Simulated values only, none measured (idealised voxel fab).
process module | voxel trench capacitor
cross-section cut | 230 nm wide | cells 5 nm
A cross-section is a grid of square cells, given in bands from the top down. A band is one or more rows of cells.
Each band's line starts with the height of the band's top and of its bottom, in nm. Then come its materials from left to right, each with its width in nm. One material with "throughout" fills the band from edge to edge. "air" is empty space.
Height 0 is the level under which the wafer as received is all one material. The lowest band goes on downwards, as in "0 down".
A width such as "30 to 40" changes by the same amount from each row of cells to the next, from the band's top row to its bottom row.
"no change" after a step means that no cell of the cross-section changed.
closed voids: empty space of 8 cells or more with no open way to the top, each as width x height at its distance from the left edge, in nm
after a step's settings: what the simulator itself notes on the step
overlay nm, on a step with a mask: how far to the right of its planned place the mask lay; to the left if negative
plan
1 op RECEIVE | material Si
2 op CONFORMAL_DEP | material SiN | thk nm 10
3 op PATTERN | tone open | mask id TRENCH | material resist | width nm 25 | pitch nm 55 | thk nm 15 | overlay nm 0
4 op DIRECTIONAL_ETCH | etch materials SiN | depth nm 10
5 op DIRECTIONAL_ETCH | etch materials Si | depth nm 30
6 op STRIP | etch materials resist
7 op CONFORMAL_DEP | material Al2O3 | thk nm 5
8 op FILL_DEP | material polySi | thk nm 10
9 op CMP | height nm 10
first wafer, as planned
as received, after step 1
  0 down: Si throughout
  closed voids: none
after step 2
  10 to 0: SiN throughout
  below 0: unchanged
after step 3
  25 to 10: resist 45 | air 25 | resist 30 | air 25 | resist 30 | air 25 | resist 50
  below 10: unchanged
after step 4
  25 to 10: resist 45 | air 25 | resist 30 | air 25 | resist 30 | air 25 | resist 50
  10 to 0: SiN 45 | air 25 | SiN 30 | air 25 | SiN 30 | air 25 | SiN 50
  below 0: unchanged
after step 5
  25 to 10: resist 45 | air 25 | resist 30 | air 25 | resist 30 | air 25 | resist 50
  10 to 0: SiN 45 | air 25 | SiN 30 | air 25 | SiN 30 | air 25 | SiN 50
  0 to -30: Si 45 | air 25 | Si 30 | air 25 | Si 30 | air 25 | Si 50
  below -30: unchanged
after step 6
  10 to 0: SiN 45 | air 25 | SiN 30 | air 25 | SiN 30 | air 25 | SiN 50
  below 0: unchanged
after step 7
  15 to 10: Al2O3 50 | air 15 | Al2O3 40 | air 15 | Al2O3 40 | air 15 | Al2O3 55
  10 to 0: SiN 45 | Al2O3 5 | air 15 | Al2O3 5 | SiN 30 | Al2O3 5 | air 15 | Al2O3 5 | SiN 30 | Al2O3 5 | air 15 | Al2O3 5 | SiN 50
  0 to -25: Si 45 | Al2O3 5 | air 15 | Al2O3 5 | Si 30 | Al2O3 5 | air 15 | Al2O3 5 | Si 30 | Al2O3 5 | air 15 | Al2O3 5 | Si 50
  -25 to -30: Si 45 | Al2O3 25 | Si 30 | Al2O3 25 | Si 30 | Al2O3 25 | Si 50
  below -30: unchanged
after step 8
  25 to 15: polySi throughout
  15 to 10: Al2O3 50 | polySi 15 | Al2O3 40 | polySi 15 | Al2O3 40 | polySi 15 | Al2O3 55
  10 to 0: SiN 45 | Al2O3 5 | polySi 15 | Al2O3 5 | SiN 30 | Al2O3 5 | polySi 15 | Al2O3 5 | SiN 30 | Al2O3 5 | polySi 15 | Al2O3 5 | SiN 50
  0 to -25: Si 45 | Al2O3 5 | polySi 15 | Al2O3 5 | Si 30 | Al2O3 5 | polySi 15 | Al2O3 5 | Si 30 | Al2O3 5 | polySi 15 | Al2O3 5 | Si 50
  below -25: unchanged
after step 9
  10 to 0: SiN 45 | Al2O3 5 | polySi 15 | Al2O3 5 | SiN 30 | Al2O3 5 | polySi 15 | Al2O3 5 | SiN 30 | Al2O3 5 | polySi 15 | Al2O3 5 | SiN 50
  below 0: unchanged
second wafer: like start, like plan, one mistake. Through step 2 it matches the first wafer
when step 3 should have ended
  25 to 10: resist 45 | air 30 | resist 25 | air 30 | resist 25 | air 30 | resist 45
  below 10: unchanged
when step 4 should have ended
  25 to 10: resist 45 | air 30 | resist 25 | air 30 | resist 25 | air 30 | resist 45
  10 to 0: SiN 45 | air 30 | SiN 25 | air 30 | SiN 25 | air 30 | SiN 45
  below 0: unchanged
when step 5 should have ended
  25 to 10: resist 45 | air 30 | resist 25 | air 30 | resist 25 | air 30 | resist 45
  10 to 0: SiN 45 | air 30 | SiN 25 | air 30 | SiN 25 | air 30 | SiN 45
  0 to -30: Si 45 | air 30 | Si 25 | air 30 | Si 25 | air 30 | Si 45
  below -30: unchanged
when step 6 should have ended
  10 to 0: SiN 45 | air 30 | SiN 25 | air 30 | SiN 25 | air 30 | SiN 45
  below 0: unchanged
when step 7 should have ended
  15 to 10: Al2O3 50 | air 20 | Al2O3 35 | air 20 | Al2O3 35 | air 20 | Al2O3 50
  10 to 0: SiN 45 | Al2O3 5 | air 20 | Al2O3 5 | SiN 25 | Al2O3 5 | air 20 | Al2O3 5 | SiN 25 | Al2O3 5 | air 20 | Al2O3 5 | SiN 45
  0 to -25: Si 45 | Al2O3 5 | air 20 | Al2O3 5 | Si 25 | Al2O3 5 | air 20 | Al2O3 5 | Si 25 | Al2O3 5 | air 20 | Al2O3 5 | Si 45
  -25 to -30: Si 45 | Al2O3 30 | Si 25 | Al2O3 30 | Si 25 | Al2O3 30 | Si 45
  below -30: unchanged
when step 8 should have ended
  25 to 15: polySi throughout
  15 to 10: Al2O3 50 | polySi 20 | Al2O3 35 | polySi 20 | Al2O3 35 | polySi 20 | Al2O3 50
  10 to 0: SiN 45 | Al2O3 5 | polySi 20 | Al2O3 5 | SiN 25 | Al2O3 5 | polySi 20 | Al2O3 5 | SiN 25 | Al2O3 5 | polySi 20 | Al2O3 5 | SiN 45
  0 to -25: Si 45 | Al2O3 5 | polySi 20 | Al2O3 5 | Si 25 | Al2O3 5 | polySi 20 | Al2O3 5 | Si 25 | Al2O3 5 | polySi 20 | Al2O3 5 | Si 45
  below -25: unchanged
when step 9 should have ended
  10 to 0: SiN 45 | Al2O3 5 | polySi 20 | Al2O3 5 | SiN 25 | Al2O3 5 | polySi 20 | Al2O3 5 | SiN 25 | Al2O3 5 | polySi 20 | Al2O3 5 | SiN 45
  below 0: unchanged
what went wrong: step 3 ran as: op PATTERN | tone open | mask id TRENCH | material resist | width nm 30 | pitch nm 55 | thk nm 15 | overlay nm 0
at the end the second wafer has, in cells: 3 more of Al2O3 | 18 fewer of Si | 6 fewer of SiN | 21 more of polySi
